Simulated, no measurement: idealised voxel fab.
Process module in this document: voxel ribs on slabs
It is cross-section cut that appears here, measuring 185 nm in width, its square cells being 5 nm in size.
Notation: cross-section as square-cell grid; stated in bands, top first, going down; one or more cell rows per band.
Band: top and bottom heights (nm) first, top before bottom; then materials from left to right, widths in nm. "edge to edge" marks a sole material filling the band edge to edge. "empty" denotes empty space.
For the purposes of this specification, 0 denotes the height below which the wafer in its as-received condition is composed wholly of one material, and the lowermost band, lacking a lower limit, extends downward without end, as expressed in "0 nm and below".
Think of "30 to 40" as a width that walks from the first number to the second as you go down the band, top row to bottom row, taking equal-sized steps from row to row.
"same as before", as given for a step, is the statement that not any cell of the cross-section underwent a change during that step.
"Sealed cavities" - sealed voids, min. 8 cells, no opening to top; format: width x height at distance (distance from left edge; nm throughout).
Past the settings on a step's line: simulator remark, on that step.
overlay nm: how far to the right of its planned place the mask lay on this masked step (negative: to the left).

[Planned process steps]
1,RECEIVE (material Si)
2,DIRECTIONAL_DEP (material SiO2; thk nm 20)
3,DIRECTIONAL_DEP (material polySi; thk nm 15)
4,MASKED_ETCH (tone cover; mask id RIB; width nm 15; etch materials polySi; depth nm 5; overlay nm 0)
5,MASKED_ETCH (tone cover; mask id SLAB; width nm 55; etch materials polySi; depth nm 10; overlay nm 0)
6,FILL_DEP (material SiO2; thk nm 20)
7,CMP (height nm 45)
8,DIRECTIONAL_DEP (material TiN; thk nm 5)
9,DIRECTIONAL_DEP (material aC; thk nm 10)
10,PATTERN (tone cover; mask id HEATER; material resist; width nm 25; thk nm 30; overlay nm 0)
11,DIRECTIONAL_ETCH (etch materials aC; depth nm 10)
12,STRIP (etch materials resist)
13,DIRECTIONAL_ETCH (etch materials TiN; depth nm 5)
14,STRIP (etch materials aC)
15,CONFORMAL_DEP (material SiN; thk nm 5)

[As-received state of the wafer in cross-section, equivalent to post-step 1]
- 0 nm and below  Si edge to edge
- Sealed cavities: none

[The first of two wafers, cross-sectioned at the end of the module, with the run proceeding as planned]
- 55 nm to 50 nm  empty: 75, then SiN: 35, then empty: 75
- 50 nm to 45 nm  SiN: 80, then TiN: 25, then SiN: 80
- 45 nm to 35 nm  SiO2 edge to edge
- 35 nm to 30 nm  SiO2: 85, then polySi: 15, then SiO2: 85
- 30 nm to 20 nm  SiO2: 65, then polySi: 55, then SiO2: 65
- 20 nm to 0 nm  SiO2 edge to edge
- 0 nm and below  Si edge to edge
- Sealed cavities: none

[Wafer two, end of module, cross-section. Same start, same plan as wafer one. One mistake in the run]
- 55 nm to 50 nm  empty: 75, then SiN: 35, then empty: 75
- 50 nm to 45 nm  SiN: 80, then TiN: 25, then SiN: 80
- 45 nm to 0 nm  SiO2 edge to edge
- 0 nm and below  Si edge to edge
- Sealed cavities: none
It is concluded that the wafer was processed incorrectly with respect to the plan, in that step 3 was processed under conditions differing from the plan, specifically as DIRECTIONAL_DEP (material SiO2; thk nm 15)
End check, counted in cells, second wafer has more or fewer of these materials than the first: SiO2 +25, polySi -25
